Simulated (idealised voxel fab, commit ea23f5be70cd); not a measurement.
voxel ribs on slabs: a process module
Square cells of 5 nm make up the cross-section cut, whose width is 245 nm.
Cross-sections here: square-cell grids, written as top-down lists of bands, a band being one or more rows of cells.
It is stipulated that each band's entry specify, in nanometres, the height of the top of the band and then that of its bottom, followed by the materials of the band in left-to-right sequence, each together with its width in nanometres. A single material marked by the word "everywhere" is understood to fill the band from edge to edge; the word "empty" is understood to denote empty space.
We count height from 0. Below that, the starting wafer is all one material. The lowest band never ends at the bottom but goes on down; see "0 and below" for how that is written.
A two-number width, for instance "30->40", indicates that the width is equal to the first number in the top row of the band and to the second number in the bottom row, and that it changes by a constant amount per row of cells.
Basically "remained the same" means that step didn't change any cell in the cross-section.
"Listed closed voids" contains a list of empty spaces, each no smaller than 8 cells and without an open way to the top, written in the form width x height at distance with the distance from the left edge and all three in nm.
On each step's line, the part that comes after the settings is the simulator's own comment on the step.
The line of a step may include "overlay nm". On a step with a mask, this value is how far to the right of its planned place the mask lay. A negative value means the mask lay to the left.
Listed below are the process steps as planned:
1. RECEIVE [material Si]
2. DIRECTIONAL_DEP [material SiO2] [thk nm 25]
3. DIRECTIONAL_DEP [material SiN] [thk nm 25]
4. DIRECTIONAL_DEP [material aC] [thk nm 15]
5. PATTERN [tone cover] [mask id RIB] [material resist] [width nm 15] [thk nm 30] [overlay nm 0]
6. DIRECTIONAL_ETCH [etch materials aC] [depth nm 15]
7. STRIP [etch materials resist]
8. DIRECTIONAL_ETCH [etch materials SiN] [depth nm 5]
9. STRIP [etch materials aC]
10. MASKED_ETCH [tone cover] [mask id SLAB] [width nm 55] [etch materials SiN] [depth nm 20] [overlay nm 0]
11. FILL_DEP [material SiO2] [thk nm 20]
12. CMP [height nm 65]
13. DIRECTIONAL_DEP [material TiN] [thk nm 10]
14. PATTERN [tone cover] [mask id HEATER] [material resist] [width nm 25] [thk nm 15] [overlay nm 0]
15. DIRECTIONAL_ETCH [etch materials TiN] [depth nm 10]
16. STRIP [etch materials resist]
17. CONFORMAL_DEP [material SiN] [thk nm 10]
The following pertains to the first of two wafers, which was processed as planned:
So this is the incoming wafer in cross-section - it's already been through step 1:
- 0 and below = Si everywhere
- Listed closed voids: none
After step 2, in cross-section:
- 25 down to 0 = SiO2 everywhere
- Below 0 it's all the same as before, nothing changed down there.
After step 3, in cross-section:
- 50 down to 25 = SiN everywhere
- Below 25 it's all the same as before, nothing changed down there.
After step 4, in cross-section:
- 65 down to 50 = aC everywhere
- Below 50 it's all the same as before, nothing changed down there.
After step 5, in cross-section:
- 95 down to 65 = empty (115), then resist (15), then empty (115)
- Below 65 it's all the same as before, nothing changed down there.
After step 6, in cross-section:
- 80 down to 65 = empty (115), then resist (15), then empty (115)
- 65 down to 50 = empty (115), then aC (15), then empty (115)
- Below 50 it's all the same as before, nothing changed down there.
After step 7, in cross-section:
- 65 down to 50 = empty (115), then aC (15), then empty (115)
- Below 50 it's all the same as before, nothing changed down there.
After step 8, in cross-section:
- 65 down to 50 = empty (115), then aC (15), then empty (115)
- 50 down to 45 = empty (115), then SiN (15), then empty (115)
- Below 45 it's all the same as before, nothing changed down there.
After step 9, in cross-section:
- 50 down to 45 = empty (115), then SiN (15), then empty (115)
- Below 45 it's all the same as before, nothing changed down there.
After step 10, in cross-section:
- 50 down to 45 = empty (115), then SiN (15), then empty (115)
- 45 down to 25 = empty (95), then SiN (55), then empty (95)
- Below 25 it's all the same as before, nothing changed down there.
After step 11, in cross-section:
- 70 down to 50 = SiO2 everywhere
- 50 down to 45 = SiO2 (115), then SiN (15), then SiO2 (115)
- 45 down to 25 = SiO2 (95), then SiN (55), then SiO2 (95)
- Below 25 it's all the same as before, nothing changed down there.
After step 12, in cross-section:
- 65 down to 50 = SiO2 everywhere
- Below 50 it's all the same as before, nothing changed down there.
After step 13, in cross-section:
- 75 down to 65 = TiN everywhere
- Below 65 it's all the same as before, nothing changed down there.
After step 14, in cross-section:
- 90 down to 75 = empty (110), then resist (25), then empty (110)
- Below 75 it's all the same as before, nothing changed down there.
After step 15, in cross-section:
- 90 down to 75 = empty (110), then resist (25), then empty (110)
- 75 down to 65 = empty (110), then TiN (25), then empty (110)
- Below 65 it's all the same as before, nothing changed down there.
After step 16, in cross-section:
- 75 down to 65 = empty (110), then TiN (25), then empty (110)
- Below 65 it's all the same as before, nothing changed down there.
After step 17, in cross-section:
- 85 down to 75 = empty (100), then SiN (45), then empty (100)
- 75 down to 65 = SiN (110), then TiN (25), then SiN (110)
- Below 65 it's all the same as before, nothing changed down there.
The second wafer was prepared from the same starting point and under the same plan as the first; its processing contained one mistake, and it remains indistinguishable from the first wafer up to and including step 2:
Here is the second wafer in cross-section at the point where step 3 of the plan should have been done:
- 75 down to 25 = SiN everywhere
- Below 25 it's all the same as before, nothing changed down there.
Here is the second wafer in cross-section at the point where step 4 of the plan should have been done:
- 90 down to 75 = aC everywhere
- Below 75 it's all the same as before, nothing changed down there.
Here is the second wafer in cross-section at the point where step 5 of the plan should have been done:
- 120 down to 90 = empty (115), then resist (15), then empty (115)
- Below 90 it's all the same as before, nothing changed down there.
Here is the second wafer in cross-section at the point where step 6 of the plan should have been done:
- 105 down to 90 = empty (115), then resist (15), then empty (115)
- 90 down to 75 = empty (115), then aC (15), then empty (115)
- Below 75 it's all the same as before, nothing changed down there.
Here is the second wafer in cross-section at the point where step 7 of the plan should have been done:
- 90 down to 75 = empty (115), then aC (15), then empty (115)
- Below 75 it's all the same as before, nothing changed down there.
Here is the second wafer in cross-section at the point where step 8 of the plan should have been done:
- 90 down to 75 = empty (115), then aC (15), then empty (115)
- 75 down to 70 = empty (115), then SiN (15), then empty (115)
- Below 70 it's all the same as before, nothing changed down there.
Here is the second wafer in cross-section at the point where step 9 of the plan should have been done:
- 75 down to 70 = empty (115), then SiN (15), then empty (115)
- Below 70 it's all the same as before, nothing changed down there.
Here is the second wafer in cross-section at the point where step 10 of the plan should have been done:
- 75 down to 70 = empty (115), then SiN (15), then empty (115)
- 70 down to 50 = empty (95), then SiN (55), then empty (95)
- Below 50 it's all the same as before, nothing changed down there.
Here is the second wafer in cross-section at the point where step 11 of the plan should have been done:
- 95 down to 75 = SiO2 everywhere
- 75 down to 70 = SiO2 (115), then SiN (15), then SiO2 (115)
- 70 down to 50 = SiO2 (95), then SiN (55), then SiO2 (95)
- Below 50 it's all the same as before, nothing changed down there.
Here is the second wafer in cross-section at the point where step 12 of the plan should have been done:
- 65 down to 50 = SiO2 (95), then SiN (55), then SiO2 (95)
- Below 50 it's all the same as before, nothing changed down there.
Here is the second wafer in cross-section at the point where step 13 of the plan should have been done:
- 75 down to 65 = TiN everywhere
- Below 65 it's all the same as before, nothing changed down there.
Here is the second wafer in cross-section at the point where step 14 of the plan should have been done:
- 90 down to 75 = empty (110), then resist (25), then empty (110)
- Below 75 it's all the same as before, nothing changed down there.
Here is the second wafer in cross-section at the point where step 15 of the plan should have been done:
- 90 down to 75 = empty (110), then resist (25), then empty (110)
- 75 down to 65 = empty (110), then TiN (25), then empty (110)
- Below 65 it's all the same as before, nothing changed down there.
Here is the second wafer in cross-section at the point where step 16 of the plan should have been done:
- 75 down to 65 = empty (110), then TiN (25), then empty (110)
- Below 65 it's all the same as before, nothing changed down there.
Here is the second wafer in cross-section at the point where step 17 of the plan should have been done:
- 85 down to 75 = empty (100), then SiN (45), then empty (100)
- 75 down to 65 = SiN (110), then TiN (25), then SiN (110)
- Below 65 it's all the same as before, nothing changed down there.
what went wrong: twice, step 3 of the plan was run
End check, counted in cells, second wafer has more or fewer of these materials than the first: 231 more of SiN, 231 fewer of SiO2
